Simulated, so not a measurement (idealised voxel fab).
Herein follows the process module entitled voxel spacer lines.
The figure presents cross-section cut, which has a width of 185 nm and is divided into square cells with an edge length of 5 nm.
A cross-section in this document is a grid of square cells, and it is written down as bands, the top band listed before the ones below it; a band is made up of one or more rows of cells.
Within each band entry, the heights of the top and of the bottom of the band appear first, in that order and in nm; the materials of the band then follow from left to right, each with its corresponding width in nm. The designation "all across" on a single material indicates that it fills the band from edge to edge; the designation "air" indicates empty space.
Heads up on the height convention: 0 is the point under which the incoming wafer is all one material, and the lowest band has no bottom, it just keeps going down, like "0..down".
You'd read "30->40" like this: the band's top row of cells is as wide as the first number, its bottom row is as wide as the second, and going down, every row changes width by the same amount as the row before did.
Key: "no alteration" - step with no changed cell in the cross-section.
The list in "Voids lacking openings" covers empty spaces of 8 cells or more that cannot reach the top through any open way, and it gives each as width x height at distance; the distance is from the left edge, and width, height and distance are in nm.
That trailing text on a step's line, after the settings, is the simulator's own remark on the step.
If you see "overlay nm" on a step's line and that step has a mask, it's telling you how far right of where it was planned the mask ended up; a negative number means it went left instead.
# List of planned process steps
- 1: RECEIVE: material Si
- 2: CONFORMAL_DEP: material Al2O3, thk nm 5
- 3: DIRECTIONAL_DEP: material SiN, thk nm 10
- 4: DIRECTIONAL_DEP: material polySi, thk nm 30
- 5: PATTERN: tone cover, mask id MANDREL, material resist, width nm 15, pitch nm 50, thk nm 40, overlay nm 0
- 6: DIRECTIONAL_ETCH: etch materials polySi, depth nm 30
- 7: STRIP: etch materials resist
- 8: CONFORMAL_DEP: material SiO2, thk nm 10
- 9: DIRECTIONAL_ETCH: etch materials SiO2, depth nm 10
- 10: STRIP: etch materials polySi
- 11: DIRECTIONAL_ETCH: etch materials SiN, depth nm 10
- 12: STRIP: etch materials SiO2
For this document, wafers share an identical start and vary in the step 5 width nm; the plan quotes the first wafer's value.
# The first of several wafers in cross-section, exactly as it reached us after step 1
* 0..down  Si all across
* Voids lacking openings: none
# Table: wafers, a row each; end-of-module cell change per material since receipt, gain (+), loss (-); then closed voids
width nm 15 | +37 Al2O3 | +16 SiN | Voids lacking openings: none
width nm 20 | +37 Al2O3 | +16 SiN | Voids lacking openings: none
width nm 25 | +37 Al2O3 | +16 SiN | Voids lacking openings: none
width nm 30 | +37 Al2O3 | +16 SiN | Voids lacking openings: none
